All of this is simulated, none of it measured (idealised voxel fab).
process module | voxel transistor to metal
cross-section cut | 285 nm wide | cells 5 nm
A cross-section is a grid of square cells, given in bands from the top down. A band is one or more rows of cells.
Each band's line starts with the height of the band's top and of its bottom, in nm. Then come its materials from left to right, each with its width in nm. One material with "throughout" fills the band from edge to edge. "air" is empty space.
Height 0 is the level under which the wafer as received is all one material. The lowest band goes on downwards, as in "0 down".
A width such as "30 to 40" changes by the same amount from each row of cells to the next, from the band's top row to its bottom row.
"no change" after a step means that no cell of the cross-section changed.
closed voids: empty space of 8 cells or more with no open way to the top, each as width x height at its distance from the left edge, in nm
after a step's settings: what the simulator itself notes on the step
overlay nm, on a step with a mask: how far to the right of its planned place the mask lay; to the left if negative
plan
1 op RECEIVE | material Si
2 op CONFORMAL_DEP | material SiO2 | thk nm 5
3 op CONFORMAL_DEP | material SiN | thk nm 10
4 op PATTERN | tone cover | mask id ACTIVE | material resist | width nm 110 | pitch nm 135 | thk nm 20 | overlay nm 0
5 op DIRECTIONAL_ETCH | etch materials SiN | depth nm 10
6 op DIRECTIONAL_ETCH | etch materials SiO2 | depth nm 5
7 op DIRECTIONAL_ETCH | etch materials Si | depth nm 25
8 op STRIP | etch materials resist
9 op FILL_DEP | material SiO2 | thk nm 5
10 op CMP | height nm 15
11 op SELECTIVE_ETCH | etch materials SiO2 | depth nm 5
12 op STRIP | etch materials SiN
13 op SELECTIVE_ETCH | etch materials SiO2 | depth nm 5
14 op OXIDIZE | depth nm 5
15 op DIRECTIONAL_DEP | material polySi | thk nm 30
16 op DIRECTIONAL_DEP | material SiCN | thk nm 10
17 op MASKED_ETCH | tone cover | mask id GATE | width nm 20 | pitch nm 135 | etch materials SiCN | depth nm 20 | overlay nm 0
18 op MASKED_ETCH | tone cover | mask id GATE | width nm 20 | pitch nm 135 | etch materials polySi | depth nm 40 | overlay nm 0
19 op CONFORMAL_DEP | material SiO2 | thk nm 5
20 op DIRECTIONAL_ETCH | etch materials SiO2 | depth nm 5
21 op CONFORMAL_DEP | material SiN | thk nm 10
22 op DIRECTIONAL_ETCH | etch materials SiN | depth nm 10
23 op DIRECTIONAL_ETCH | etch materials SiO2 | depth nm 5
24 op EPI | material SiGe | thk nm 5
25 op FILL_DEP | material SiO2 | thk nm 5
26 op CMP | height nm 40
27 op DIRECTIONAL_DEP | material SiO2 | thk nm 15
28 op PATTERN | tone open | mask id CONTACT | material resist | width nm 30 | thk nm 20 | overlay nm 0
29 op DIRECTIONAL_ETCH | etch materials SiO2 | depth nm 55
30 op STRIP | etch materials resist
31 op CONFORMAL_DEP | material TiN | thk nm 5
32 op FILL_DEP | material W | thk nm 5
33 op CMP | height nm 55
34 op DIRECTIONAL_DEP | material TiN | thk nm 5
35 op DIRECTIONAL_DEP | material Ru | thk nm 25
36 op PATTERN | tone cover | mask id METAL_1 | material resist | width nm 20 | thk nm 15 | overlay nm 0
37 op DIRECTIONAL_ETCH | etch materials Ru | depth nm 25
38 op DIRECTIONAL_ETCH | etch materials TiN | depth nm 5
39 op STRIP | etch materials resist
40 op FILL_DEP | material SiO2 | thk nm 5
41 op CMP | height nm 85
42 op CONFORMAL_DEP | material SiCN | thk nm 5
first wafer, as planned
as received, after step 1
  0 down: Si throughout
  closed voids: none
after step 2
  5 to 0: SiO2 throughout
  below 0: unchanged
after step 3
  15 to 5: SiN throughout
  below 5: unchanged
after step 4
  35 to 15: air 20 | resist 110 | air 25 | resist 110 | air 20
  below 15: unchanged
after step 5
  35 to 15: air 20 | resist 110 | air 25 | resist 110 | air 20
  15 to 5: air 20 | SiN 110 | air 25 | SiN 110 | air 20
  below 5: unchanged
after step 6
  35 to 15: air 20 | resist 110 | air 25 | resist 110 | air 20
  15 to 5: air 20 | SiN 110 | air 25 | SiN 110 | air 20
  5 to 0: air 20 | SiO2 110 | air 25 | SiO2 110 | air 20
  below 0: unchanged
after step 7
  35 to 15: air 20 | resist 110 | air 25 | resist 110 | air 20
  15 to 5: air 20 | SiN 110 | air 25 | SiN 110 | air 20
  5 to 0: air 20 | SiO2 110 | air 25 | SiO2 110 | air 20
  0 to -25: air 20 | Si 110 | air 25 | Si 110 | air 20
  below -25: unchanged
after step 8
  15 to 5: air 20 | SiN 110 | air 25 | SiN 110 | air 20
  below 5: unchanged
after step 9
  20 to 15: SiO2 throughout
  15 to 5: SiO2 20 | SiN 110 | SiO2 25 | SiN 110 | SiO2 20
  5 to 0: SiO2 throughout
  0 to -25: SiO2 20 | Si 110 | SiO2 25 | Si 110 | SiO2 20
  below -25: unchanged
after step 10
  15 to 5: SiO2 20 | SiN 110 | SiO2 25 | SiN 110 | SiO2 20
  below 5: unchanged
after step 11
  15 to 10: air 20 | SiN 110 | air 25 | SiN 110 | air 20
  below 10: unchanged
after step 12
  10 to 5: SiO2 20 | air 110 | SiO2 25 | air 110 | SiO2 20
  below 5: unchanged
after step 13
  5 to 0: SiO2 15 | air 120 | SiO2 15 | air 120 | SiO2 15
  below 0: unchanged
after step 14
  5 to 0: SiO2 15 | air 120 | SiO2 15 | air 120 | SiO2 15
  0 to -5: SiO2 throughout
  below -5: unchanged
after step 15
  35 to 30: polySi 15 | air 120 | polySi 15 | air 120 | polySi 15
  30 to 5: polySi throughout
  5 to 0: SiO2 15 | polySi 120 | SiO2 15 | polySi 120 | SiO2 15
  below 0: unchanged
after step 16
  45 to 40: SiCN 15 | air 120 | SiCN 15 | air 120 | SiCN 15
  40 to 35: SiCN throughout
  35 to 30: polySi 15 | SiCN 120 | polySi 15 | SiCN 120 | polySi 15
  below 30: unchanged
after step 17
  40 to 35: air 65 | SiCN 20 | air 115 | SiCN 20 | air 65
  35 to 30: polySi 15 | air 50 | SiCN 20 | air 50 | polySi 15 | air 50 | SiCN 20 | air 50 | polySi 15
  below 30: unchanged
after step 18
  40 to 30: air 65 | SiCN 20 | air 115 | SiCN 20 | air 65
  30 to 5: air 65 | polySi 20 | air 115 | polySi 20 | air 65
  5 to 0: SiO2 15 | air 50 | polySi 20 | air 50 | SiO2 15 | air 50 | polySi 20 | air 50 | SiO2 15
  below 0: unchanged
after step 19
  45 to 40: air 60 | SiO2 30 | air 105 | SiO2 30 | air 60
  40 to 30: air 60 | SiO2 5 | SiCN 20 | SiO2 5 | air 105 | SiO2 5 | SiCN 20 | SiO2 5 | air 60
  30 to 10: air 60 | SiO2 5 | polySi 20 | SiO2 5 | air 105 | SiO2 5 | polySi 20 | SiO2 5 | air 60
  10 to 5: SiO2 20 | air 40 | SiO2 5 | polySi 20 | SiO2 5 | air 40 | SiO2 25 | air 40 | SiO2 5 | polySi 20 | SiO2 5 | air 40 | SiO2 20
  5 to 0: SiO2 65 | polySi 20 | SiO2 115 | polySi 20 | SiO2 65
  below 0: unchanged
after step 20
  40 to 30: air 60 | SiO2 5 | SiCN 20 | SiO2 5 | air 105 | SiO2 5 | SiCN 20 | SiO2 5 | air 60
  30 to 5: air 60 | SiO2 5 | polySi 20 | SiO2 5 | air 105 | SiO2 5 | polySi 20 | SiO2 5 | air 60
  5 to 0: SiO2 20 | air 40 | SiO2 5 | polySi 20 | SiO2 5 | air 40 | SiO2 25 | air 40 | SiO2 5 | polySi 20 | SiO2 5 | air 40 | SiO2 20
  below 0: unchanged
after step 21
  50 to 40: air 50 | SiN 50 | air 85 | SiN 50 | air 50
  40 to 30: air 50 | SiN 10 | SiO2 5 | SiCN 20 | SiO2 5 | SiN 10 | air 85 | SiN 10 | SiO2 5 | SiCN 20 | SiO2 5 | SiN 10 | air 50
  30 to 15: air 50 | SiN 10 | SiO2 5 | polySi 20 | SiO2 5 | SiN 10 | air 85 | SiN 10 | SiO2 5 | polySi 20 | SiO2 5 | SiN 10 | air 50
  15 to 10: SiN 30 | air 20 | SiN 10 | SiO2 5 | polySi 20 | SiO2 5 | SiN 10 | air 20 | SiN 45 | air 20 | SiN 10 | SiO2 5 | polySi 20 | SiO2 5 | SiN 10 | air 20 | SiN 30
  10 to 5: SiN 60 | SiO2 5 | polySi 20 | SiO2 5 | SiN 105 | SiO2 5 | polySi 20 | SiO2 5 | SiN 60
  5 to 0: SiO2 20 | SiN 40 | SiO2 5 | polySi 20 | SiO2 5 | SiN 40 | SiO2 25 | SiN 40 | SiO2 5 | polySi 20 | SiO2 5 | SiN 40 | SiO2 20
  below 0: unchanged
after step 22
  40 to 30: air 50 | SiN 10 | SiO2 5 | SiCN 20 | SiO2 5 | SiN 10 | air 85 | SiN 10 | SiO2 5 | SiCN 20 | SiO2 5 | SiN 10 | air 50
  30 to 5: air 50 | SiN 10 | SiO2 5 | polySi 20 | SiO2 5 | SiN 10 | air 85 | SiN 10 | SiO2 5 | polySi 20 | SiO2 5 | SiN 10 | air 50
  5 to 0: SiO2 20 | SiN 10 | air 20 | SiN 10 | SiO2 5 | polySi 20 | SiO2 5 | SiN 10 | air 20 | SiN 10 | SiO2 25 | SiN 10 | air 20 | SiN 10 | SiO2 5 | polySi 20 | SiO2 5 | SiN 10 | air 20 | SiN 10 | SiO2 20
  below 0: unchanged
after step 23
  40 to 35: air 50 | SiN 10 | air 5 | SiCN 20 | air 5 | SiN 10 | air 85 | SiN 10 | air 5 | SiCN 20 | air 5 | SiN 10 | air 50
  35 to 30: air 50 | SiN 10 | SiO2 5 | SiCN 20 | SiO2 5 | SiN 10 | air 85 | SiN 10 | SiO2 5 | SiCN 20 | SiO2 5 | SiN 10 | air 50
  30 to 5: air 50 | SiN 10 | SiO2 5 | polySi 20 | SiO2 5 | SiN 10 | air 85 | SiN 10 | SiO2 5 | polySi 20 | SiO2 5 | SiN 10 | air 50
  5 to 0: air 20 | SiN 10 | air 20 | SiN 10 | SiO2 5 | polySi 20 | SiO2 5 | SiN 10 | air 20 | SiN 10 | air 25 | SiN 10 | air 20 | SiN 10 | SiO2 5 | polySi 20 | SiO2 5 | SiN 10 | air 20 | SiN 10 | air 20
  0 to -5: SiO2 30 | air 20 | SiO2 50 | air 20 | SiO2 45 | air 20 | SiO2 50 | air 20 | SiO2 30
  below -5: unchanged
after step 24
  40 to 35: air 50 | SiN 10 | air 5 | SiCN 20 | air 5 | SiN 10 | air 85 | SiN 10 | air 5 | SiCN 20 | air 5 | SiN 10 | air 50
  35 to 30: air 50 | SiN 10 | SiO2 5 | SiCN 20 | SiO2 5 | SiN 10 | air 85 | SiN 10 | SiO2 5 | SiCN 20 | SiO2 5 | SiN 10 | air 50
  30 to 5: air 50 | SiN 10 | SiO2 5 | polySi 20 | SiO2 5 | SiN 10 | air 85 | SiN 10 | SiO2 5 | polySi 20 | SiO2 5 | SiN 10 | air 50
  5 to 0: air 20 | SiN 10 | air 20 | SiN 10 | SiO2 5 | polySi 20 | SiO2 5 | SiN 10 | air 20 | SiN 10 | air 25 | SiN 10 | air 20 | SiN 10 | SiO2 5 | polySi 20 | SiO2 5 | SiN 10 | air 20 | SiN 10 | air 20
  0 to -5: SiO2 30 | SiGe 20 | SiO2 50 | SiGe 20 | SiO2 45 | SiGe 20 | SiO2 50 | SiGe 20 | SiO2 30
  below -5: unchanged
after step 25
  45 to 40: SiO2 throughout
  40 to 30: SiO2 50 | SiN 10 | SiO2 5 | SiCN 20 | SiO2 5 | SiN 10 | SiO2 85 | SiN 10 | SiO2 5 | SiCN 20 | SiO2 5 | SiN 10 | SiO2 50
  30 to 5: SiO2 50 | SiN 10 | SiO2 5 | polySi 20 | SiO2 5 | SiN 10 | SiO2 85 | SiN 10 | SiO2 5 | polySi 20 | SiO2 5 | SiN 10 | SiO2 50
  5 to 0: SiO2 20 | SiN 10 | SiO2 20 | SiN 10 | SiO2 5 | polySi 20 | SiO2 5 | SiN 10 | SiO2 20 | SiN 10 | SiO2 25 | SiN 10 | SiO2 20 | SiN 10 | SiO2 5 | polySi 20 | SiO2 5 | SiN 10 | SiO2 20 | SiN 10 | SiO2 20
  below 0: unchanged
after step 26
  40 to 30: SiO2 50 | SiN 10 | SiO2 5 | SiCN 20 | SiO2 5 | SiN 10 | SiO2 85 | SiN 10 | SiO2 5 | SiCN 20 | SiO2 5 | SiN 10 | SiO2 50
  below 30: unchanged
after step 27
  55 to 40: SiO2 throughout
  below 40: unchanged
after step 28
  75 to 55: resist 30 | air 30 | resist 30 | air 30 | resist 45 | air 30 | resist 30 | air 30 | resist 30
  below 55: unchanged
after step 29
  75 to 55: resist 30 | air 30 | resist 30 | air 30 | resist 45 | air 30 | resist 30 | air 30 | resist 30
  55 to 40: SiO2 30 | air 30 | SiO2 30 | air 30 | SiO2 45 | air 30 | SiO2 30 | air 30 | SiO2 30
  40 to 30: SiO2 30 | air 20 | SiN 10 | SiO2 5 | SiCN 20 | SiO2 5 | SiN 10 | air 20 | SiO2 45 | air 20 | SiN 10 | SiO2 5 | SiCN 20 | SiO2 5 | SiN 10 | air 20 | SiO2 30
  30 to 5: SiO2 30 | air 20 | SiN 10 | SiO2 5 | polySi 20 | SiO2 5 | SiN 10 | air 20 | SiO2 45 | air 20 | SiN 10 | SiO2 5 | polySi 20 | SiO2 5 | SiN 10 | air 20 | SiO2 30
  5 to 0: SiO2 20 | SiN 10 | air 20 | SiN 10 | SiO2 5 | polySi 20 | SiO2 5 | SiN 10 | air 20 | SiN 10 | SiO2 25 | SiN 10 | air 20 | SiN 10 | SiO2 5 | polySi 20 | SiO2 5 | SiN 10 | air 20 | SiN 10 | SiO2 20
  below 0: unchanged
after step 30
  55 to 40: SiO2 30 | air 30 | SiO2 30 | air 30 | SiO2 45 | air 30 | SiO2 30 | air 30 | SiO2 30
  below 40: unchanged
after step 31
  60 to 55: TiN 35 | air 20 | TiN 40 | air 20 | TiN 55 | air 20 | TiN 40 | air 20 | TiN 35
  55 to 45: SiO2 30 | TiN 5 | air 20 | TiN 5 | SiO2 30 | TiN 5 | air 20 | TiN 5 | SiO2 45 | TiN 5 | air 20 | TiN 5 | SiO2 30 | TiN 5 | air 20 | TiN 5 | SiO2 30
  45 to 40: SiO2 30 | TiN 5 | air 10 | TiN 15 | SiO2 30 | TiN 15 | air 10 | TiN 5 | SiO2 45 | TiN 5 | air 10 | TiN 15 | SiO2 30 | TiN 15 | air 10 | TiN 5 | SiO2 30
  40 to 30: SiO2 30 | TiN 5 | air 10 | TiN 5 | SiN 10 | SiO2 5 | SiCN 20 | SiO2 5 | SiN 10 | TiN 5 | air 10 | TiN 5 | SiO2 45 | TiN 5 | air 10 | TiN 5 | SiN 10 | SiO2 5 | SiCN 20 | SiO2 5 | SiN 10 | TiN 5 | air 10 | TiN 5 | SiO2 30
  30 to 5: SiO2 30 | TiN 5 | air 10 | TiN 5 | SiN 10 | SiO2 5 | polySi 20 | SiO2 5 | SiN 10 | TiN 5 | air 10 | TiN 5 | SiO2 45 | TiN 5 | air 10 | TiN 5 | SiN 10 | SiO2 5 | polySi 20 | SiO2 5 | SiN 10 | TiN 5 | air 10 | TiN 5 | SiO2 30
  5 to 0: SiO2 20 | SiN 10 | TiN 20 | SiN 10 | SiO2 5 | polySi 20 | SiO2 5 | SiN 10 | TiN 20 | SiN 10 | SiO2 25 | SiN 10 | TiN 20 | SiN 10 | SiO2 5 | polySi 20 | SiO2 5 | SiN 10 | TiN 20 | SiN 10 | SiO2 20
  below 0: unchanged
after step 32
  65 to 60: W throughout
  60 to 55: TiN 35 | W 20 | TiN 40 | W 20 | TiN 55 | W 20 | TiN 40 | W 20 | TiN 35
  55 to 45: SiO2 30 | TiN 5 | W 20 | TiN 5 | SiO2 30 | TiN 5 | W 20 | TiN 5 | SiO2 45 | TiN 5 | W 20 | TiN 5 | SiO2 30 | TiN 5 | W 20 | TiN 5 | SiO2 30
  45 to 40: SiO2 30 | TiN 5 | W 10 | TiN 15 | SiO2 30 | TiN 15 | W 10 | TiN 5 | SiO2 45 | TiN 5 | W 10 | TiN 15 | SiO2 30 | TiN 15 | W 10 | TiN 5 | SiO2 30
  40 to 30: SiO2 30 | TiN 5 | W 10 | TiN 5 | SiN 10 | SiO2 5 | SiCN 20 | SiO2 5 | SiN 10 | TiN 5 | W 10 | TiN 5 | SiO2 45 | TiN 5 | W 10 | TiN 5 | SiN 10 | SiO2 5 | SiCN 20 | SiO2 5 | SiN 10 | TiN 5 | W 10 | TiN 5 | SiO2 30
  30 to 5: SiO2 30 | TiN 5 | W 10 | TiN 5 | SiN 10 | SiO2 5 | polySi 20 | SiO2 5 | SiN 10 | TiN 5 | W 10 | TiN 5 | SiO2 45 | TiN 5 | W 10 | TiN 5 | SiN 10 | SiO2 5 | polySi 20 | SiO2 5 | SiN 10 | TiN 5 | W 10 | TiN 5 | SiO2 30
  below 5: unchanged
after step 33
  55 to 45: SiO2 30 | TiN 5 | W 20 | TiN 5 | SiO2 30 | TiN 5 | W 20 | TiN 5 | SiO2 45 | TiN 5 | W 20 | TiN 5 | SiO2 30 | TiN 5 | W 20 | TiN 5 | SiO2 30
  below 45: unchanged
after step 34
  60 to 55: TiN throughout
  below 55: unchanged
after step 35
  85 to 60: Ru throughout
  below 60: unchanged
after step 36
  100 to 85: air 30 | resist 20 | air 50 | resist 20 | air 45 | resist 20 | air 50 | resist 20 | air 30
  below 85: unchanged
after step 37
  100 to 85: air 30 | resist 20 | air 50 | resist 20 | air 45 | resist 20 | air 50 | resist 20 | air 30
  85 to 60: air 30 | Ru 20 | air 50 | Ru 20 | air 45 | Ru 20 | air 50 | Ru 20 | air 30
  below 60: unchanged
after step 38
  100 to 85: air 30 | resist 20 | air 50 | resist 20 | air 45 | resist 20 | air 50 | resist 20 | air 30
  85 to 60: air 30 | Ru 20 | air 50 | Ru 20 | air 45 | Ru 20 | air 50 | Ru 20 | air 30
  60 to 55: air 30 | TiN 20 | air 50 | TiN 20 | air 45 | TiN 20 | air 50 | TiN 20 | air 30
  below 55: unchanged
after step 39
  85 to 60: air 30 | Ru 20 | air 50 | Ru 20 | air 45 | Ru 20 | air 50 | Ru 20 | air 30
  below 60: unchanged
after step 40
  90 to 85: SiO2 throughout
  85 to 60: SiO2 30 | Ru 20 | SiO2 50 | Ru 20 | SiO2 45 | Ru 20 | SiO2 50 | Ru 20 | SiO2 30
  60 to 55: SiO2 30 | TiN 20 | SiO2 50 | TiN 20 | SiO2 45 | TiN 20 | SiO2 50 | TiN 20 | SiO2 30
  below 55: unchanged
after step 41
  85 to 60: SiO2 30 | Ru 20 | SiO2 50 | Ru 20 | SiO2 45 | Ru 20 | SiO2 50 | Ru 20 | SiO2 30
  below 60: unchanged
after step 42
  90 to 85: SiCN throughout
  below 85: unchanged
second wafer: like start, like plan, one mistake. Through step 18 it matches the first wafer
when step 19 should have ended
  55 to 40: air 50 | SiO2 50 | air 85 | SiO2 50 | air 50
  40 to 30: air 50 | SiO2 15 | SiCN 20 | SiO2 15 | air 85 | SiO2 15 | SiCN 20 | SiO2 15 | air 50
  30 to 20: air 50 | SiO2 15 | polySi 20 | SiO2 15 | air 85 | SiO2 15 | polySi 20 | SiO2 15 | air 50
  20 to 15: SiO2 30 | air 20 | SiO2 15 | polySi 20 | SiO2 15 | air 20 | SiO2 45 | air 20 | SiO2 15 | polySi 20 | SiO2 15 | air 20 | SiO2 30
  15 to 0: SiO2 65 | polySi 20 | SiO2 115 | polySi 20 | SiO2 65
  below 0: unchanged
when step 20 should have ended
  50 to 40: air 50 | SiO2 50 | air 85 | SiO2 50 | air 50
  40 to 30: air 50 | SiO2 15 | SiCN 20 | SiO2 15 | air 85 | SiO2 15 | SiCN 20 | SiO2 15 | air 50
  30 to 15: air 50 | SiO2 15 | polySi 20 | SiO2 15 | air 85 | SiO2 15 | polySi 20 | SiO2 15 | air 50
  15 to 10: SiO2 30 | air 20 | SiO2 15 | polySi 20 | SiO2 15 | air 20 | SiO2 45 | air 20 | SiO2 15 | polySi 20 | SiO2 15 | air 20 | SiO2 30
  below 10: unchanged
when step 21 should have ended
  60 to 50: air 40 | SiN 70 | air 65 | SiN 70 | air 40
  50 to 40: air 40 | SiN 10 | SiO2 50 | SiN 10 | air 65 | SiN 10 | SiO2 50 | SiN 10 | air 40
  40 to 30: air 40 | SiN 10 | SiO2 15 | SiCN 20 | SiO2 15 | SiN 10 | air 65 | SiN 10 | SiO2 15 | SiCN 20 | SiO2 15 | SiN 10 | air 40
  30 to 25: air 40 | SiN 10 | SiO2 15 | polySi 20 | SiO2 15 | SiN 10 | air 65 | SiN 10 | SiO2 15 | polySi 20 | SiO2 15 | SiN 10 | air 40
  25 to 15: SiN 50 | SiO2 15 | polySi 20 | SiO2 15 | SiN 85 | SiO2 15 | polySi 20 | SiO2 15 | SiN 50
  15 to 10: SiO2 30 | SiN 20 | SiO2 15 | polySi 20 | SiO2 15 | SiN 20 | SiO2 45 | SiN 20 | SiO2 15 | polySi 20 | SiO2 15 | SiN 20 | SiO2 30
  below 10: unchanged
when step 22 should have ended
  50 to 40: air 40 | SiN 10 | SiO2 50 | SiN 10 | air 65 | SiN 10 | SiO2 50 | SiN 10 | air 40
  40 to 30: air 40 | SiN 10 | SiO2 15 | SiCN 20 | SiO2 15 | SiN 10 | air 65 | SiN 10 | SiO2 15 | SiCN 20 | SiO2 15 | SiN 10 | air 40
  30 to 15: air 40 | SiN 10 | SiO2 15 | polySi 20 | SiO2 15 | SiN 10 | air 65 | SiN 10 | SiO2 15 | polySi 20 | SiO2 15 | SiN 10 | air 40
  below 15: unchanged
when step 23 should have ended
  50 to 45: air 40 | SiN 10 | air 50 | SiN 10 | air 65 | SiN 10 | air 50 | SiN 10 | air 40
  45 to 40: air 40 | SiN 10 | SiO2 50 | SiN 10 | air 65 | SiN 10 | SiO2 50 | SiN 10 | air 40
  40 to 30: air 40 | SiN 10 | SiO2 15 | SiCN 20 | SiO2 15 | SiN 10 | air 65 | SiN 10 | SiO2 15 | SiCN 20 | SiO2 15 | SiN 10 | air 40
  30 to 15: air 40 | SiN 10 | SiO2 15 | polySi 20 | SiO2 15 | SiN 10 | air 65 | SiN 10 | SiO2 15 | polySi 20 | SiO2 15 | SiN 10 | air 40
  15 to 10: air 30 | SiN 20 | SiO2 15 | polySi 20 | SiO2 15 | SiN 20 | air 45 | SiN 20 | SiO2 15 | polySi 20 | SiO2 15 | SiN 20 | air 30
  below 10: unchanged
when step 24 should have ended: no change
when step 25 should have ended
  55 to 50: SiO2 throughout
  50 to 40: SiO2 40 | SiN 10 | SiO2 50 | SiN 10 | SiO2 65 | SiN 10 | SiO2 50 | SiN 10 | SiO2 40
  40 to 30: SiO2 40 | SiN 10 | SiO2 15 | SiCN 20 | SiO2 15 | SiN 10 | SiO2 65 | SiN 10 | SiO2 15 | SiCN 20 | SiO2 15 | SiN 10 | SiO2 40
  30 to 15: SiO2 40 | SiN 10 | SiO2 15 | polySi 20 | SiO2 15 | SiN 10 | SiO2 65 | SiN 10 | SiO2 15 | polySi 20 | SiO2 15 | SiN 10 | SiO2 40
  15 to 10: SiO2 30 | SiN 20 | SiO2 15 | polySi 20 | SiO2 15 | SiN 20 | SiO2 45 | SiN 20 | SiO2 15 | polySi 20 | SiO2 15 | SiN 20 | SiO2 30
  below 10: unchanged
when step 26 should have ended
  40 to 30: SiO2 40 | SiN 10 | SiO2 15 | SiCN 20 | SiO2 15 | SiN 10 | SiO2 65 | SiN 10 | SiO2 15 | SiCN 20 | SiO2 15 | SiN 10 | SiO2 40
  below 30: unchanged
when step 27 should have ended
  55 to 40: SiO2 throughout
  below 40: unchanged
when step 28 should have ended
  75 to 55: resist 30 | air 30 | resist 30 | air 30 | resist 45 | air 30 | resist 30 | air 30 | resist 30
  below 55: unchanged
when step 29 should have ended
  75 to 55: resist 30 | air 30 | resist 30 | air 30 | resist 45 | air 30 | resist 30 | air 30 | resist 30
  55 to 40: SiO2 30 | air 30 | SiO2 30 | air 30 | SiO2 45 | air 30 | SiO2 30 | air 30 | SiO2 30
  40 to 30: SiO2 30 | air 10 | SiN 10 | air 10 | SiO2 5 | SiCN 20 | SiO2 5 | air 10 | SiN 10 | air 10 | SiO2 45 | air 10 | SiN 10 | air 10 | SiO2 5 | SiCN 20 | SiO2 5 | air 10 | SiN 10 | air 10 | SiO2 30
  30 to 15: SiO2 30 | air 10 | SiN 10 | air 10 | SiO2 5 | polySi 20 | SiO2 5 | air 10 | SiN 10 | air 10 | SiO2 45 | air 10 | SiN 10 | air 10 | SiO2 5 | polySi 20 | SiO2 5 | air 10 | SiN 10 | air 10 | SiO2 30
  15 to 10: SiO2 30 | SiN 20 | air 10 | SiO2 5 | polySi 20 | SiO2 5 | air 10 | SiN 20 | SiO2 45 | SiN 20 | air 10 | SiO2 5 | polySi 20 | SiO2 5 | air 10 | SiN 20 | SiO2 30
  10 to 0: SiO2 50 | air 10 | SiO2 5 | polySi 20 | SiO2 5 | air 10 | SiO2 85 | air 10 | SiO2 5 | polySi 20 | SiO2 5 | air 10 | SiO2 50
  below 0: unchanged
when step 30 should have ended
  55 to 40: SiO2 30 | air 30 | SiO2 30 | air 30 | SiO2 45 | air 30 | SiO2 30 | air 30 | SiO2 30
  below 40: unchanged
when step 31 should have ended
  60 to 55: TiN 35 | air 20 | TiN 40 | air 20 | TiN 55 | air 20 | TiN 40 | air 20 | TiN 35
  55 to 45: SiO2 30 | TiN 5 | air 20 | TiN 5 | SiO2 30 | TiN 5 | air 20 | TiN 5 | SiO2 45 | TiN 5 | air 20 | TiN 5 | SiO2 30 | TiN 5 | air 20 | TiN 5 | SiO2 30
  45 to 40: SiO2 30 | TiN 30 | SiO2 30 | TiN 30 | SiO2 45 | TiN 30 | SiO2 30 | TiN 30 | SiO2 30
  40 to 30: SiO2 30 | TiN 10 | SiN 10 | TiN 10 | SiO2 5 | SiCN 20 | SiO2 5 | TiN 10 | SiN 10 | TiN 10 | SiO2 45 | TiN 10 | SiN 10 | TiN 10 | SiO2 5 | SiCN 20 | SiO2 5 | TiN 10 | SiN 10 | TiN 10 | SiO2 30
  30 to 15: SiO2 30 | TiN 10 | SiN 10 | TiN 10 | SiO2 5 | polySi 20 | SiO2 5 | TiN 10 | SiN 10 | TiN 10 | SiO2 45 | TiN 10 | SiN 10 | TiN 10 | SiO2 5 | polySi 20 | SiO2 5 | TiN 10 | SiN 10 | TiN 10 | SiO2 30
  15 to 10: SiO2 30 | SiN 20 | TiN 10 | SiO2 5 | polySi 20 | SiO2 5 | TiN 10 | SiN 20 | SiO2 45 | SiN 20 | TiN 10 | SiO2 5 | polySi 20 | SiO2 5 | TiN 10 | SiN 20 | SiO2 30
  10 to 0: SiO2 50 | TiN 10 | SiO2 5 | polySi 20 | SiO2 5 | TiN 10 | SiO2 85 | TiN 10 | SiO2 5 | polySi 20 | SiO2 5 | TiN 10 | SiO2 50
  below 0: unchanged
when step 32 should have ended
  65 to 60: W throughout
  60 to 55: TiN 35 | W 20 | TiN 40 | W 20 | TiN 55 | W 20 | TiN 40 | W 20 | TiN 35
  55 to 45: SiO2 30 | TiN 5 | W 20 | TiN 5 | SiO2 30 | TiN 5 | W 20 | TiN 5 | SiO2 45 | TiN 5 | W 20 | TiN 5 | SiO2 30 | TiN 5 | W 20 | TiN 5 | SiO2 30
  below 45: unchanged
when step 33 should have ended
  55 to 45: SiO2 30 | TiN 5 | W 20 | TiN 5 | SiO2 30 | TiN 5 | W 20 | TiN 5 | SiO2 45 | TiN 5 | W 20 | TiN 5 | SiO2 30 | TiN 5 | W 20 | TiN 5 | SiO2 30
  below 45: unchanged
when step 34 should have ended
  60 to 55: TiN throughout
  below 55: unchanged
when step 35 should have ended
  85 to 60: Ru throughout
  below 60: unchanged
when step 36 should have ended
  100 to 85: air 30 | resist 20 | air 50 | resist 20 | air 45 | resist 20 | air 50 | resist 20 | air 30
  below 85: unchanged
when step 37 should have ended
  100 to 85: air 30 | resist 20 | air 50 | resist 20 | air 45 | resist 20 | air 50 | resist 20 | air 30
  85 to 60: air 30 | Ru 20 | air 50 | Ru 20 | air 45 | Ru 20 | air 50 | Ru 20 | air 30
  below 60: unchanged
when step 38 should have ended
  100 to 85: air 30 | resist 20 | air 50 | resist 20 | air 45 | resist 20 | air 50 | resist 20 | air 30
  85 to 60: air 30 | Ru 20 | air 50 | Ru 20 | air 45 | Ru 20 | air 50 | Ru 20 | air 30
  60 to 55: air 30 | TiN 20 | air 50 | TiN 20 | air 45 | TiN 20 | air 50 | TiN 20 | air 30
  below 55: unchanged
when step 39 should have ended
  85 to 60: air 30 | Ru 20 | air 50 | Ru 20 | air 45 | Ru 20 | air 50 | Ru 20 | air 30
  below 60: unchanged
when step 40 should have ended
  90 to 85: SiO2 throughout
  85 to 60: SiO2 30 | Ru 20 | SiO2 50 | Ru 20 | SiO2 45 | Ru 20 | SiO2 50 | Ru 20 | SiO2 30
  60 to 55: SiO2 30 | TiN 20 | SiO2 50 | TiN 20 | SiO2 45 | TiN 20 | SiO2 50 | TiN 20 | SiO2 30
  below 55: unchanged
when step 41 should have ended
  85 to 60: SiO2 30 | Ru 20 | SiO2 50 | Ru 20 | SiO2 45 | Ru 20 | SiO2 50 | Ru 20 | SiO2 30
  below 60: unchanged
when step 42 should have ended
  90 to 85: SiCN throughout
  below 85: unchanged
what went wrong: step 19 ran as: op CONFORMAL_DEP | material SiO2 | thk nm 15
at the end the second wafer has, in cells: 16 fewer of SiGe | 16 fewer of SiN | 56 more of SiO2 | 40 more of TiN | 64 fewer of W
